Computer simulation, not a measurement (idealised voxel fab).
process module | voxel released beams
cross-section cut | 250 nm wide | cells 5 nm
A cross-section is a grid of square cells, given in bands from the top down. A band is one or more rows of cells.
Each band's line starts with the height of the band's top and of its bottom, in nm. Then come its materials from left to right, each with its width in nm. One material with "throughout" fills the band from edge to edge. "air" is empty space.
Height 0 is the level under which the wafer as received is all one material. The lowest band goes on downwards, as in "0 down".
A width such as "30 to 40" changes by the same amount from each row of cells to the next, from the band's top row to its bottom row.
"no change" after a step means that no cell of the cross-section changed.
closed voids: empty space of 8 cells or more with no open way to the top, each as width x height at its distance from the left edge, in nm
after a step's settings: what the simulator itself notes on the step
overlay nm, on a step with a mask: how far to the right of its planned place the mask lay; to the left if negative
plan
1 op RECEIVE | material Si
2 op CONFORMAL_DEP | material SiN | thk nm 10
3 op DIRECTIONAL_DEP | material SiO2 | thk nm 15
4 op MASKED_ETCH | tone open | mask id ANCHOR | width nm 35 | etch materials SiO2 | depth nm 15 | overlay nm 0
5 op CONFORMAL_DEP | material W | thk nm 15
6 op PATTERN | tone cover | mask id BEAM | material resist | width nm 110 | thk nm 15 | overlay nm 0
7 op DIRECTIONAL_ETCH | etch materials W | depth nm 15
8 op STRIP | etch materials resist
9 op STRIP | etch materials SiO2
as received, after step 1
  0 down: Si throughout
  closed voids: none
first wafer at the end, as planned
  40 to 25: air 65 | W 20 | air 5 | W 85 | air 75
  25 to 10: air 70 | W 35 | air 145
  10 to 0: SiN throughout
  0 down: Si throughout
  closed voids: none
second wafer at the end: like start, like plan, one mistake
  40 to 35: air 65 | W 20 | air 5 | W 85 | air 75
  35 to 25: W 85 | air 5 | W 160
  25 to 10: SiO2 70 | W 35 | SiO2 145
  10 to 0: SiN throughout
  0 down: Si throughout
  closed voids: none
what went wrong: step 7 ran as: op DIRECTIONAL_ETCH | etch materials W | depth nm 5
at the end the second wafer has, in cells: 129 more of SiO2 | 56 more of W
